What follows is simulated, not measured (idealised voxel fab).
Process module heading - voxel wiring stack
Cross-section cut: width 215 nm, square cells of 5 nm.
If you're reading a cross-section in this doc, picture square cells in a grid; it comes to you as bands, top ones listed first down to the bottom, and a band can be one or more rows of cells.
Read a band's entry like this: the first values are the height of its top and the height of its bottom in nm, and what follows is the sequence of materials from left to right, each with its width in nm. Note that "air" is empty space, and that a single material marked "full width" reaches across the band from edge to edge.
Height is counted from the level 0, under which the received wafer is composed throughout of one material. The lowest of the bands is not closed at the bottom but continues downward, in the notation "0 and below".
The notation "30->40" denotes a width that varies across the rows of cells in the band, beginning at the first number in the top row, finishing at the second number in the bottom row, and changing by an identical amount from each row to the next.
"all unchanged" for a step: no cell of the cross-section changed in that step.
Closed-off voids of 8+ cells (no open route to the top) go in "Closed void inventory", written width x height at distance from the left edge, in nm.
What comes after the settings on a step's line is commentary from the simulator itself on that step.
"overlay nm" on a masked step: distance the mask lay right of its planned place, negative for left.
[Set out below are the planned steps of the process]
step 1: op RECEIVE | material Si
step 2: op CONFORMAL_DEP | material SiO2 | thk nm 10
step 3: op DIRECTIONAL_DEP | material TiN | thk nm 5
step 4: op DIRECTIONAL_DEP | material Ru | thk nm 15
step 5: op MASKED_ETCH | tone cover | mask id METAL_1 | width nm 25 | pitch nm 50 | etch materials Ru | depth nm 15 | overlay nm 0
step 6: op MASKED_ETCH | tone cover | mask id METAL_1 | width nm 25 | pitch nm 50 | etch materials TiN | depth nm 5 | overlay nm 0
step 7: op FILL_DEP | material lowk | thk nm 5
step 8: op CMP | height nm 30
step 9: op CONFORMAL_DEP | material SiCN | thk nm 5
step 10: op DIRECTIONAL_DEP | material SiO2 | thk nm 15
step 11: op PATTERN | tone open | mask id PLUG_1 | material resist | width nm 15 | thk nm 15 | overlay nm 0
step 12: op DIRECTIONAL_ETCH | etch materials SiO2 | depth nm 15
step 13: op DIRECTIONAL_ETCH | etch materials SiCN | depth nm 5
step 14: op STRIP | etch materials resist
step 15: op EPI | material Ru | thk nm 10
step 16: op EPI | material Ru | thk nm 10
step 17: op DIRECTIONAL_DEP | material TiN | thk nm 5
step 18: op DIRECTIONAL_DEP | material Ru | thk nm 20
step 19: op DIRECTIONAL_DEP | material aC | thk nm 15
step 20: op PATTERN | tone cover | mask id METAL_2 | material resist | width nm 25 | pitch nm 50 | thk nm 35 | overlay nm 0
step 21: op DIRECTIONAL_ETCH | etch materials aC | depth nm 15
step 22: op STRIP | etch materials resist
step 23: op DIRECTIONAL_ETCH | etch materials Ru | depth nm 20
step 24: op DIRECTIONAL_ETCH | etch materials TiN | depth nm 5
step 25: op STRIP | etch materials aC
step 26: op CONFORMAL_DEP | material SiN | thk nm 5
step 27: op FILL_DEP | material SiO2 | thk nm 5
step 28: op CMP | height nm 75
step 29: op CONFORMAL_DEP | material SiCN | thk nm 5
step 30: op DIRECTIONAL_DEP | material lowk | thk nm 10
step 31: op MASKED_ETCH | tone open | mask id PLUG_2 | width nm 15 | pitch nm 50 | etch materials lowk | depth nm 10 | overlay nm 0
step 32: op MASKED_ETCH | tone open | mask id PLUG_2 | width nm 15 | pitch nm 50 | etch materials SiCN | depth nm 5 | overlay nm 0
step 33: op CONFORMAL_DEP | material TiN | thk nm 5
step 34: op FILL_DEP | material Ru | thk nm 10
step 35: op CMP | height nm 90
step 36: op CONFORMAL_DEP | material SiCN | thk nm 5
step 37: op DIRECTIONAL_DEP | material SiO2 | thk nm 20
step 38: op PATTERN | tone open | mask id METAL_3 | material resist | width nm 25 | pitch nm 50 | thk nm 15 | overlay nm 0
step 39: op DIRECTIONAL_ETCH | etch materials SiO2 | depth nm 20
step 40: op DIRECTIONAL_ETCH | etch materials SiCN | depth nm 5
step 41: op STRIP | etch materials resist
step 42: op CONFORMAL_DEP | material TiN | thk nm 5
step 43: op FILL_DEP | material W | thk nm 10
step 44: op CMP | height nm 115
step 45: op EPI | material Ru | thk nm 5
step 46: op FILL_DEP | material SiCN | thk nm 5
step 47: op DIRECTIONAL_DEP | material lowk | thk nm 30
step 48: op DIRECTIONAL_DEP | material aC | thk nm 10
step 49: op PATTERN | tone open | mask id METAL_4_HOLES | material resist | width nm 15 | thk nm 30 | overlay nm 0
step 50: op DIRECTIONAL_ETCH | etch materials aC | depth nm 10
step 51: op STRIP | etch materials resist
step 52: op DIRECTIONAL_ETCH | etch materials lowk | depth nm 30
step 53: op STRIP | etch materials aC
step 54: op DIRECTIONAL_DEP | material aC | thk nm 10
step 55: op PATTERN | tone open | mask id METAL_4 | material resist | width nm 25 | pitch nm 50 | thk nm 25 | overlay nm 0
step 56: op DIRECTIONAL_ETCH | etch materials aC | depth nm 10
step 57: op STRIP | etch materials resist
step 58: op DIRECTIONAL_ETCH | etch materials lowk | depth nm 15
step 59: op DIRECTIONAL_ETCH | etch materials SiCN | depth nm 5
step 60: op STRIP | etch materials aC
step 61: op CONFORMAL_DEP | material TiN | thk nm 5
step 62: op FILL_DEP | material Cu | thk nm 5
step 63: op CMP | height nm 155
step 64: op CONFORMAL_DEP | material SiN | thk nm 5
[First out of two wafers; run went to plan]
[Cross-section of the incoming wafer, state after step 1]
* 0 and below: Si full width
* Closed void inventory: none
[How the wafer stands in section after step 2]
* 10 down to 0: SiO2 full width
* Below a height of 0, the structure has not been altered.
[How the wafer stands in section after step 3]
* 15 down to 10: TiN full width
* Below a height of 10, the structure has not been altered.
[How the wafer stands in section after step 4]
* 30 down to 15: Ru full width
* Below a height of 15, the structure has not been altered.
[How the wafer stands in section after step 5]
* 30 down to 15: air (70) / Ru (25) / air (25) / Ru (25) / air (70)
* Below a height of 15, the structure has not been altered.
[How the wafer stands in section after step 6]
* 30 down to 15: air (70) / Ru (25) / air (25) / Ru (25) / air (70)
* 15 down to 10: air (70) / TiN (25) / air (25) / TiN (25) / air (70)
* Below a height of 10, the structure has not been altered.
[How the wafer stands in section after step 7]
* 35 down to 30: lowk full width
* 30 down to 15: lowk (70) / Ru (25) / lowk (25) / Ru (25) / lowk (70)
* 15 down to 10: lowk (70) / TiN (25) / lowk (25) / TiN (25) / lowk (70)
* Below a height of 10, the structure has not been altered.
[How the wafer stands in section after step 8]
* 30 down to 15: lowk (70) / Ru (25) / lowk (25) / Ru (25) / lowk (70)
* Below a height of 15, the structure has not been altered.
[How the wafer stands in section after step 9]
* 35 down to 30: SiCN full width
* Below a height of 30, the structure has not been altered.
[How the wafer stands in section after step 10]
* 50 down to 35: SiO2 full width
* Below a height of 35, the structure has not been altered.
[How the wafer stands in section after step 11]
* 65 down to 50: resist (70) / air (15) / resist (130)
* Below a height of 50, the structure has not been altered.
[How the wafer stands in section after step 12]
* 65 down to 50: resist (70) / air (15) / resist (130)
* 50 down to 35: SiO2 (70) / air (15) / SiO2 (130)
* Below a height of 35, the structure has not been altered.
[How the wafer stands in section after step 13]
* 65 down to 50: resist (70) / air (15) / resist (130)
* 50 down to 35: SiO2 (70) / air (15) / SiO2 (130)
* 35 down to 30: SiCN (70) / air (15) / SiCN (130)
* Below a height of 30, the structure has not been altered.
[How the wafer stands in section after step 14]
* 50 down to 35: SiO2 (70) / air (15) / SiO2 (130)
* Below a height of 35, the structure has not been altered.
[How the wafer stands in section after step 15]
* 50 down to 40: SiO2 (70) / air (15) / SiO2 (130)
* 40 down to 35: SiO2 (70) / Ru (15) / SiO2 (130)
* 35 down to 30: SiCN (70) / Ru (15) / SiCN (130)
* Below a height of 30, the structure has not been altered.
[How the wafer stands in section after step 16]
* 50 down to 35: SiO2 (70) / Ru (15) / SiO2 (130)
* Below a height of 35, the structure has not been altered.
[How the wafer stands in section after step 17]
* 55 down to 50: TiN full width
* Below a height of 50, the structure has not been altered.
[How the wafer stands in section after step 18]
* 75 down to 55: Ru full width
* Below a height of 55, the structure has not been altered.
[How the wafer stands in section after step 19]
* 90 down to 75: aC full width
* Below a height of 75, the structure has not been altered.
[How the wafer stands in section after step 20]
* 125 down to 90: air (70) / resist (25) / air (25) / resist (25) / air (70)
* Below a height of 90, the structure has not been altered.
[How the wafer stands in section after step 21]
* 110 down to 90: air (70) / resist (25) / air (25) / resist (25) / air (70)
* 90 down to 75: air (70) / aC (25) / air (25) / aC (25) / air (70)
* Below a height of 75, the structure has not been altered.
[How the wafer stands in section after step 22]
* 90 down to 75: air (70) / aC (25) / air (25) / aC (25) / air (70)
* Below a height of 75, the structure has not been altered.
[How the wafer stands in section after step 23]
* 90 down to 75: air (70) / aC (25) / air (25) / aC (25) / air (70)
* 75 down to 55: air (70) / Ru (25) / air (25) / Ru (25) / air (70)
* Below a height of 55, the structure has not been altered.
[How the wafer stands in section after step 24]
* 90 down to 75: air (70) / aC (25) / air (25) / aC (25) / air (70)
* 75 down to 55: air (70) / Ru (25) / air (25) / Ru (25) / air (70)
* 55 down to 50: air (70) / TiN (25) / air (25) / TiN (25) / air (70)
* Below a height of 50, the structure has not been altered.
[How the wafer stands in section after step 25]
* 75 down to 55: air (70) / Ru (25) / air (25) / Ru (25) / air (70)
* Below a height of 55, the structure has not been altered.
[How the wafer stands in section after step 26]
* 80 down to 75: air (65) / SiN (35) / air (15) / SiN (35) / air (65)
* 75 down to 55: air (65) / SiN (5) / Ru (25) / SiN (5) / air (15) / SiN (5) / Ru (25) / SiN (5) / air (65)
* 55 down to 50: SiN (70) / TiN (25) / SiN (25) / TiN (25) / SiN (70)
* Below a height of 50, the structure has not been altered.
[How the wafer stands in section after step 27]
* 85 down to 80: SiO2 full width
* 80 down to 75: SiO2 (65) / SiN (35) / SiO2 (15) / SiN (35) / SiO2 (65)
* 75 down to 55: SiO2 (65) / SiN (5) / Ru (25) / SiN (5) / SiO2 (15) / SiN (5) / Ru (25) / SiN (5) / SiO2 (65)
* Below a height of 55, the structure has not been altered.
[How the wafer stands in section after step 28]
* 75 down to 55: SiO2 (65) / SiN (5) / Ru (25) / SiN (5) / SiO2 (15) / SiN (5) / Ru (25) / SiN (5) / SiO2 (65)
* Below a height of 55, the structure has not been altered.
[How the wafer stands in section after step 29]
* 80 down to 75: SiCN full width
* Below a height of 75, the structure has not been altered.
[How the wafer stands in section after step 30]
* 90 down to 80: lowk full width
* Below a height of 80, the structure has not been altered.
[How the wafer stands in section after step 31]
* 90 down to 80: lowk (70) / air (15) / lowk (35) / air (15) / lowk (80)
* Below a height of 80, the structure has not been altered.
[How the wafer stands in section after step 32]
* 90 down to 80: lowk (70) / air (15) / lowk (35) / air (15) / lowk (80)
* 80 down to 75: SiCN (70) / air (15) / SiCN (35) / air (15) / SiCN (80)
* Below a height of 75, the structure has not been altered.
[How the wafer stands in section after step 33]
* 95 down to 90: TiN (75) / air (5) / TiN (45) / air (5) / TiN (85)
* 90 down to 80: lowk (70) / TiN (5) / air (5) / TiN (5) / lowk (35) / TiN (5) / air (5) / TiN (5) / lowk (80)
* 80 down to 75: SiCN (70) / TiN (15) / SiCN (35) / TiN (15) / SiCN (80)
* Below a height of 75, the structure has not been altered.
[How the wafer stands in section after step 34]
* 105 down to 95: Ru full width
* 95 down to 90: TiN (75) / Ru (5) / TiN (45) / Ru (5) / TiN (85)
* 90 down to 80: lowk (70) / TiN (5) / Ru (5) / TiN (5) / lowk (35) / TiN (5) / Ru (5) / TiN (5) / lowk (80)
* Below a height of 80, the structure has not been altered.
[How the wafer stands in section after step 35]
* 90 down to 80: lowk (70) / TiN (5) / Ru (5) / TiN (5) / lowk (35) / TiN (5) / Ru (5) / TiN (5) / lowk (80)
* Below a height of 80, the structure has not been altered.
[How the wafer stands in section after step 36]
* 95 down to 90: SiCN full width
* Below a height of 90, the structure has not been altered.
[How the wafer stands in section after step 37]
* 115 down to 95: SiO2 full width
* Below a height of 95, the structure has not been altered.
[How the wafer stands in section after step 38]
* 130 down to 115: resist (70) / air (25) / resist (25) / air (25) / resist (70)
* Below a height of 115, the structure has not been altered.
[How the wafer stands in section after step 39]
* 130 down to 115: resist (70) / air (25) / resist (25) / air (25) / resist (70)
* 115 down to 95: SiO2 (70) / air (25) / SiO2 (25) / air (25) / SiO2 (70)
* Below a height of 95, the structure has not been altered.
[How the wafer stands in section after step 40]
* 130 down to 115: resist (70) / air (25) / resist (25) / air (25) / resist (70)
* 115 down to 95: SiO2 (70) / air (25) / SiO2 (25) / air (25) / SiO2 (70)
* 95 down to 90: SiCN (70) / air (25) / SiCN (25) / air (25) / SiCN (70)
* Below a height of 90, the structure has not been altered.
[How the wafer stands in section after step 41]
* 115 down to 95: SiO2 (70) / air (25) / SiO2 (25) / air (25) / SiO2 (70)
* Below a height of 95, the structure has not been altered.
[How the wafer stands in section after step 42]
* 120 down to 115: TiN (75) / air (15) / TiN (35) / air (15) / TiN (75)
* 115 down to 95: SiO2 (70) / TiN (5) / air (15) / TiN (5) / SiO2 (25) / TiN (5) / air (15) / TiN (5) / SiO2 (70)
* 95 down to 90: SiCN (70) / TiN (25) / SiCN (25) / TiN (25) / SiCN (70)
* Below a height of 90, the structure has not been altered.
[How the wafer stands in section after step 43]
* 130 down to 120: W full width
* 120 down to 115: TiN (75) / W (15) / TiN (35) / W (15) / TiN (75)
* 115 down to 95: SiO2 (70) / TiN (5) / W (15) / TiN (5) / SiO2 (25) / TiN (5) / W (15) / TiN (5) / SiO2 (70)
* Below a height of 95, the structure has not been altered.
[How the wafer stands in section after step 44]
* 115 down to 95: SiO2 (70) / TiN (5) / W (15) / TiN (5) / SiO2 (25) / TiN (5) / W (15) / TiN (5) / SiO2 (70)
* Below a height of 95, the structure has not been altered.
[How the wafer stands in section after step 45]
* 120 down to 115: air (65) / Ru (35) / air (15) / Ru (35) / air (65)
* Below a height of 115, the structure has not been altered.
[How the wafer stands in section after step 46]
* 125 down to 120: SiCN full width
* 120 down to 115: SiCN (65) / Ru (35) / SiCN (15) / Ru (35) / SiCN (65)
* Below a height of 115, the structure has not been altered.
[How the wafer stands in section after step 47]
* 155 down to 125: lowk full width
* Below a height of 125, the structure has not been altered.
[How the wafer stands in section after step 48]
* 165 down to 155: aC full width
* Below a height of 155, the structure has not been altered.
[How the wafer stands in section after step 49]
* 195 down to 165: resist (70) / air (15) / resist (130)
* Below a height of 165, the structure has not been altered.
[How the wafer stands in section after step 50]
* 185 down to 165: resist (70) / air (15) / resist (130)
* 165 down to 155: aC (70) / air (15) / aC (130)
* Below a height of 155, the structure has not been altered.
[How the wafer stands in section after step 51]
* 165 down to 155: aC (70) / air (15) / aC (130)
* Below a height of 155, the structure has not been altered.
[How the wafer stands in section after step 52]
* 165 down to 155: aC (70) / air (15) / aC (130)
* 155 down to 125: lowk (70) / air (15) / lowk (130)
* Below a height of 125, the structure has not been altered.
[How the wafer stands in section after step 53]
* 155 down to 125: lowk (70) / air (15) / lowk (130)
* Below a height of 125, the structure has not been altered.
[How the wafer stands in section after step 54]
* 165 down to 155: aC (70) / air (15) / aC (130)
* 155 down to 135: lowk (70) / air (15) / lowk (130)
* 135 down to 125: lowk (70) / aC (15) / lowk (130)
* Below a height of 125, the structure has not been altered.
[How the wafer stands in section after step 55]
* 190 down to 165: resist (70) / air (25) / resist (25) / air (25) / resist (70)
* Below a height of 165, the structure has not been altered.
[How the wafer stands in section after step 56]
* 180 down to 165: resist (70) / air (25) / resist (25) / air (25) / resist (70)
* 165 down to 155: aC (70) / air (25) / aC (25) / air (25) / aC (70)
* 155 down to 125: lowk (70) / air (15) / lowk (130)
* Below a height of 125, the structure has not been altered.
[How the wafer stands in section after step 57]
* 165 down to 155: aC (70) / air (25) / aC (25) / air (25) / aC (70)
* Below a height of 155, the structure has not been altered.
[How the wafer stands in section after step 58]
* 165 down to 155: aC (70) / air (25) / aC (25) / air (25) / aC (70)
* 155 down to 140: lowk (70) / air (25) / lowk (25) / air (25) / lowk (70)
* Below a height of 140, the structure has not been altered.
[How the wafer stands in section after step 59]
* 165 down to 155: aC (70) / air (25) / aC (25) / air (25) / aC (70)
* 155 down to 140: lowk (70) / air (25) / lowk (25) / air (25) / lowk (70)
* 140 down to 125: lowk (70) / air (15) / lowk (130)
* 125 down to 120: SiCN (70) / air (15) / SiCN (130)
* Below a height of 120, the structure has not been altered.
[How the wafer stands in section after step 60]
* 155 down to 140: lowk (70) / air (25) / lowk (25) / air (25) / lowk (70)
* Below a height of 140, the structure has not been altered.
[How the wafer stands in section after step 61]
* 160 down to 155: TiN (75) / air (15) / TiN (35) / air (15) / TiN (75)
* 155 down to 145: lowk (70) / TiN (5) / air (15) / TiN (5) / lowk (25) / TiN (5) / air (15) / TiN (5) / lowk (70)
* 145 down to 140: lowk (70) / TiN (5) / air (5) / TiN (15) / lowk (25) / TiN (25) / lowk (70)
* 140 down to 125: lowk (70) / TiN (5) / air (5) / TiN (5) / lowk (130)
* 125 down to 120: SiCN (70) / TiN (15) / SiCN (130)
* Below a height of 120, the structure has not been altered.
[How the wafer stands in section after step 62]
* 165 down to 160: Cu full width
* 160 down to 155: TiN (75) / Cu (15) / TiN (35) / Cu (15) / TiN (75)
* 155 down to 145: lowk (70) / TiN (5) / Cu (15) / TiN (5) / lowk (25) / TiN (5) / Cu (15) / TiN (5) / lowk (70)
* 145 down to 140: lowk (70) / TiN (5) / Cu (5) / TiN (15) / lowk (25) / TiN (25) / lowk (70)
* 140 down to 125: lowk (70) / TiN (5) / Cu (5) / TiN (5) / lowk (130)
* Below a height of 125, the structure has not been altered.
[How the wafer stands in section after step 63]
* 155 down to 145: lowk (70) / TiN (5) / Cu (15) / TiN (5) / lowk (25) / TiN (5) / Cu (15) / TiN (5) / lowk (70)
* Below a height of 145, the structure has not been altered.
[How the wafer stands in section after step 64]
* 160 down to 155: SiN full width
* Below a height of 155, the structure has not been altered.
[Wafer two of the pair: same origin, same plan, one error during the run; identical to wafer one up to and including step 17]
[Second wafer profile in section, at the moment step 18 of the plan was meant to be complete]
* 75 down to 55: SiCN full width
* Below a height of 55, the structure has not been altered.
[Second wafer profile in section, at the moment step 19 of the plan was meant to be complete]
* 90 down to 75: aC full width
* Below a height of 75, the structure has not been altered.
[Second wafer profile in section, at the moment step 20 of the plan was meant to be complete]
* 125 down to 90: air (70) / resist (25) / air (25) / resist (25) / air (70)
* Below a height of 90, the structure has not been altered.
[Second wafer profile in section, at the moment step 21 of the plan was meant to be complete]
* 110 down to 90: air (70) / resist (25) / air (25) / resist (25) / air (70)
* 90 down to 75: air (70) / aC (25) / air (25) / aC (25) / air (70)
* Below a height of 75, the structure has not been altered.
[Second wafer profile in section, at the moment step 22 of the plan was meant to be complete]
* 90 down to 75: air (70) / aC (25) / air (25) / aC (25) / air (70)
* Below a height of 75, the structure has not been altered.
Second wafer profile in section, at the moment step 23 of the plan was meant to be complete: all unchanged
Second wafer profile in section, at the moment step 24 of the plan was meant to be complete: all unchanged
[Second wafer profile in section, at the moment step 25 of the plan was meant to be complete]
* 75 down to 55: SiCN full width
* Below a height of 55, the structure has not been altered.
[Second wafer profile in section, at the moment step 26 of the plan was meant to be complete]
* 80 down to 75: SiN full width
* Below a height of 75, the structure has not been altered.
[Second wafer profile in section, at the moment step 27 of the plan was meant to be complete]
* 85 down to 80: SiO2 full width
* Below a height of 80, the structure has not been altered.
[Second wafer profile in section, at the moment step 28 of the plan was meant to be complete]
* 75 down to 55: SiCN full width
* Below a height of 55, the structure has not been altered.
[Second wafer profile in section, at the moment step 29 of the plan was meant to be complete]
* 80 down to 55: SiCN full width
* Below a height of 55, the structure has not been altered.
[Second wafer profile in section, at the moment step 30 of the plan was meant to be complete]
* 90 down to 80: lowk full width
* Below a height of 80, the structure has not been altered.
[Second wafer profile in section, at the moment step 31 of the plan was meant to be complete]
* 90 down to 80: lowk (70) / air (15) / lowk (35) / air (15) / lowk (80)
* Below a height of 80, the structure has not been altered.
[Second wafer profile in section, at the moment step 32 of the plan was meant to be complete]
* 90 down to 80: lowk (70) / air (15) / lowk (35) / air (15) / lowk (80)
* 80 down to 75: SiCN (70) / air (15) / SiCN (35) / air (15) / SiCN (80)
* Below a height of 75, the structure has not been altered.
[Second wafer profile in section, at the moment step 33 of the plan was meant to be complete]
* 95 down to 90: TiN (75) / air (5) / TiN (45) / air (5) / TiN (85)
* 90 down to 80: lowk (70) / TiN (5) / air (5) / TiN (5) / lowk (35) / TiN (5) / air (5) / TiN (5) / lowk (80)
* 80 down to 75: SiCN (70) / TiN (15) / SiCN (35) / TiN (15) / SiCN (80)
* Below a height of 75, the structure has not been altered.
[Second wafer profile in section, at the moment step 34 of the plan was meant to be complete]
* 105 down to 95: Ru full width
* 95 down to 90: TiN (75) / Ru (5) / TiN (45) / Ru (5) / TiN (85)
* 90 down to 80: lowk (70) / TiN (5) / Ru (5) / TiN (5) / lowk (35) / TiN (5) / Ru (5) / TiN (5) / lowk (80)
* Below a height of 80, the structure has not been altered.
[Second wafer profile in section, at the moment step 35 of the plan was meant to be complete]
* 90 down to 80: lowk (70) / TiN (5) / Ru (5) / TiN (5) / lowk (35) / TiN (5) / Ru (5) / TiN (5) / lowk (80)
* Below a height of 80, the structure has not been altered.
[Second wafer profile in section, at the moment step 36 of the plan was meant to be complete]
* 95 down to 90: SiCN full width
* Below a height of 90, the structure has not been altered.
[Second wafer profile in section, at the moment step 37 of the plan was meant to be complete]
* 115 down to 95: SiO2 full width
* Below a height of 95, the structure has not been altered.
[Second wafer profile in section, at the moment step 38 of the plan was meant to be complete]
* 130 down to 115: resist (70) / air (25) / resist (25) / air (25) / resist (70)
* Below a height of 115, the structure has not been altered.
[Second wafer profile in section, at the moment step 39 of the plan was meant to be complete]
* 130 down to 115: resist (70) / air (25) / resist (25) / air (25) / resist (70)
* 115 down to 95: SiO2 (70) / air (25) / SiO2 (25) / air (25) / SiO2 (70)
* Below a height of 95, the structure has not been altered.
[Second wafer profile in section, at the moment step 40 of the plan was meant to be complete]
* 130 down to 115: resist (70) / air (25) / resist (25) / air (25) / resist (70)
* 115 down to 95: SiO2 (70) / air (25) / SiO2 (25) / air (25) / SiO2 (70)
* 95 down to 90: SiCN (70) / air (25) / SiCN (25) / air (25) / SiCN (70)
* Below a height of 90, the structure has not been altered.
[Second wafer profile in section, at the moment step 41 of the plan was meant to be complete]
* 115 down to 95: SiO2 (70) / air (25) / SiO2 (25) / air (25) / SiO2 (70)
* Below a height of 95, the structure has not been altered.
[Second wafer profile in section, at the moment step 42 of the plan was meant to be complete]
* 120 down to 115: TiN (75) / air (15) / TiN (35) / air (15) / TiN (75)
* 115 down to 95: SiO2 (70) / TiN (5) / air (15) / TiN (5) / SiO2 (25) / TiN (5) / air (15) / TiN (5) / SiO2 (70)
* 95 down to 90: SiCN (70) / TiN (25) / SiCN (25) / TiN (25) / SiCN (70)
* Below a height of 90, the structure has not been altered.
[Second wafer profile in section, at the moment step 43 of the plan was meant to be complete]
* 130 down to 120: W full width
* 120 down to 115: TiN (75) / W (15) / TiN (35) / W (15) / TiN (75)
* 115 down to 95: SiO2 (70) / TiN (5) / W (15) / TiN (5) / SiO2 (25) / TiN (5) / W (15) / TiN (5) / SiO2 (70)
* Below a height of 95, the structure has not been altered.
[Second wafer profile in section, at the moment step 44 of the plan was meant to be complete]
* 115 down to 95: SiO2 (70) / TiN (5) / W (15) / TiN (5) / SiO2 (25) / TiN (5) / W (15) / TiN (5) / SiO2 (70)
* Below a height of 95, the structure has not been altered.
[Second wafer profile in section, at the moment step 45 of the plan was meant to be complete]
* 120 down to 115: air (65) / Ru (35) / air (15) / Ru (35) / air (65)
* Below a height of 115, the structure has not been altered.
[Second wafer profile in section, at the moment step 46 of the plan was meant to be complete]
* 125 down to 120: SiCN full width
* 120 down to 115: SiCN (65) / Ru (35) / SiCN (15) / Ru (35) / SiCN (65)
* Below a height of 115, the structure has not been altered.
[Second wafer profile in section, at the moment step 47 of the plan was meant to be complete]
* 155 down to 125: lowk full width
* Below a height of 125, the structure has not been altered.
[Second wafer profile in section, at the moment step 48 of the plan was meant to be complete]
* 165 down to 155: aC full width
* Below a height of 155, the structure has not been altered.
[Second wafer profile in section, at the moment step 49 of the plan was meant to be complete]
* 195 down to 165: resist (70) / air (15) / resist (130)
* Below a height of 165, the structure has not been altered.
[Second wafer profile in section, at the moment step 50 of the plan was meant to be complete]
* 185 down to 165: resist (70) / air (15) / resist (130)
* 165 down to 155: aC (70) / air (15) / aC (130)
* Below a height of 155, the structure has not been altered.
[Second wafer profile in section, at the moment step 51 of the plan was meant to be complete]
* 165 down to 155: aC (70) / air (15) / aC (130)
* Below a height of 155, the structure has not been altered.
[Second wafer profile in section, at the moment step 52 of the plan was meant to be complete]
* 165 down to 155: aC (70) / air (15) / aC (130)
* 155 down to 125: lowk (70) / air (15) / lowk (130)
* Below a height of 125, the structure has not been altered.
[Second wafer profile in section, at the moment step 53 of the plan was meant to be complete]
* 155 down to 125: lowk (70) / air (15) / lowk (130)
* Below a height of 125, the structure has not been altered.
[Second wafer profile in section, at the moment step 54 of the plan was meant to be complete]
* 165 down to 155: aC (70) / air (15) / aC (130)
* 155 down to 135: lowk (70) / air (15) / lowk (130)
* 135 down to 125: lowk (70) / aC (15) / lowk (130)
* Below a height of 125, the structure has not been altered.
[Second wafer profile in section, at the moment step 55 of the plan was meant to be complete]
* 190 down to 165: resist (70) / air (25) / resist (25) / air (25) / resist (70)
* Below a height of 165, the structure has not been altered.
[Second wafer profile in section, at the moment step 56 of the plan was meant to be complete]
* 180 down to 165: resist (70) / air (25) / resist (25) / air (25) / resist (70)
* 165 down to 155: aC (70) / air (25) / aC (25) / air (25) / aC (70)
* 155 down to 125: lowk (70) / air (15) / lowk (130)
* Below a height of 125, the structure has not been altered.
[Second wafer profile in section, at the moment step 57 of the plan was meant to be complete]
* 165 down to 155: aC (70) / air (25) / aC (25) / air (25) / aC (70)
* Below a height of 155, the structure has not been altered.
[Second wafer profile in section, at the moment step 58 of the plan was meant to be complete]
* 165 down to 155: aC (70) / air (25) / aC (25) / air (25) / aC (70)
* 155 down to 140: lowk (70) / air (25) / lowk (25) / air (25) / lowk (70)
* Below a height of 140, the structure has not been altered.
[Second wafer profile in section, at the moment step 59 of the plan was meant to be complete]
* 165 down to 155: aC (70) / air (25) / aC (25) / air (25) / aC (70)
* 155 down to 140: lowk (70) / air (25) / lowk (25) / air (25) / lowk (70)
* 140 down to 125: lowk (70) / air (15) / lowk (130)
* 125 down to 120: SiCN (70) / air (15) / SiCN (130)
* Below a height of 120, the structure has not been altered.
[Second wafer profile in section, at the moment step 60 of the plan was meant to be complete]
* 155 down to 140: lowk (70) / air (25) / lowk (25) / air (25) / lowk (70)
* Below a height of 140, the structure has not been altered.
[Second wafer profile in section, at the moment step 61 of the plan was meant to be complete]
* 160 down to 155: TiN (75) / air (15) / TiN (35) / air (15) / TiN (75)
* 155 down to 145: lowk (70) / TiN (5) / air (15) / TiN (5) / lowk (25) / TiN (5) / air (15) / TiN (5) / lowk (70)
* 145 down to 140: lowk (70) / TiN (5) / air (5) / TiN (15) / lowk (25) / TiN (25) / lowk (70)
* 140 down to 125: lowk (70) / TiN (5) / air (5) / TiN (5) / lowk (130)
* 125 down to 120: SiCN (70) / TiN (15) / SiCN (130)
* Below a height of 120, the structure has not been altered.
[Second wafer profile in section, at the moment step 62 of the plan was meant to be complete]
* 165 down to 160: Cu full width
* 160 down to 155: TiN (75) / Cu (15) / TiN (35) / Cu (15) / TiN (75)
* 155 down to 145: lowk (70) / TiN (5) / Cu (15) / TiN (5) / lowk (25) / TiN (5) / Cu (15) / TiN (5) / lowk (70)
* 145 down to 140: lowk (70) / TiN (5) / Cu (5) / TiN (15) / lowk (25) / TiN (25) / lowk (70)
* 140 down to 125: lowk (70) / TiN (5) / Cu (5) / TiN (5) / lowk (130)
* Below a height of 125, the structure has not been altered.
[Second wafer profile in section, at the moment step 63 of the plan was meant to be complete]
* 155 down to 145: lowk (70) / TiN (5) / Cu (15) / TiN (5) / lowk (25) / TiN (5) / Cu (15) / TiN (5) / lowk (70)
* Below a height of 145, the structure has not been altered.
[Second wafer profile in section, at the moment step 64 of the plan was meant to be complete]
* 160 down to 155: SiN full width
* Below a height of 155, the structure has not been altered.
what went wrong: planned and actual differ for step 18; actual: op DIRECTIONAL_DEP | material SiCN | thk nm 20
In the final state, the cell counts of the second wafer exceed or fall short of those of the first for the following materials: -40 Ru; +172 SiCN; -49 SiN; -116 SiO2; +33 TiN
